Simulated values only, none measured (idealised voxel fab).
Name of the process module below: voxel lift off
The width of the displayed cross-section, cut, is 200 nm; its cells are square, with a size of 5 nm.
Cross-section = grid of square cells, listed top down in bands; band = one or more rows. For a band, the entry starts with two heights in nm, that of the top and then that of the bottom, and carries on with the band's materials in order from left to right, each alongside its width in nm; the word "edge to edge" beside a single material means it fills the band edge to edge, and "empty" means empty space. Measure heights from 0. That's the level where, below it, the as-received wafer is all one material. The lowest band is bottomless and extends downward; write it as in "0..down". Read "30 to 40" as a graded width: first number on top, second number at the bottom, same change between each pair of neighbouring rows. Reading "remained unchanged" for a step: not a cell of the cross-section changed in it. "Voids, enclosed" enumerates empty spaces isolated from the top, with no open way to it, that contain at least 8 cells, giving each as width x height at distance from the left edge, all three in nm. Post-settings text on a step line: simulator's own remark regarding the step. overlay nm, on a step with a mask: how far to the right of its planned place the mask lay; to the left if negative.

### Process steps - plan
step 1: RECEIVE, material Si
step 2: CONFORMAL_DEP, material Al2O3, thk nm 5
step 3: PATTERN, tone open, mask id LINES, material resist, width nm 20, pitch nm 45, thk nm 15, overlay nm 0
step 4: DIRECTIONAL_DEP, material Ru, thk nm 5
step 5: STRIP, etch materials resist
step 6: CONFORMAL_DEP, material SiO2, thk nm 5

### This is the cross-section of the wafer as we received it, i.e. after step 1
* 0..down | Si edge to edge
* Voids, enclosed: none

### The first of two wafers, cross-sectioned at the end of the module, with the run proceeding as planned
* 15..10 | empty 40, SiO2 30, empty 15, SiO2 30, empty 15, SiO2 30, empty 40
* 10..5 | SiO2 45, Ru 20, SiO2 25, Ru 20, SiO2 25, Ru 20, SiO2 45
* 5..0 | Al2O3 edge to edge
* 0..down | Si edge to edge
* Voids, enclosed: none

### Cross-section, second wafer: same start as the first, same plan as the first, one mistake in running it; taken at the end of the module
* 25..20 | empty 30, SiO2 140, empty 30
* 20..10 | SiO2 edge to edge
* 10..5 | SiO2 45, Ru 20, SiO2 25, Ru 20, SiO2 25, Ru 20, SiO2 45
* 5..0 | Al2O3 edge to edge
* 0..down | Si edge to edge
* Voids, enclosed: none
What went wrong in running the wafer? the process deviated at step 6: the operation and settings actually run there were CONFORMAL_DEP, material SiO2, thk nm 15
Final tally in cells, some materials are higher or lower on the second wafer than on the first: 90 more of SiO2
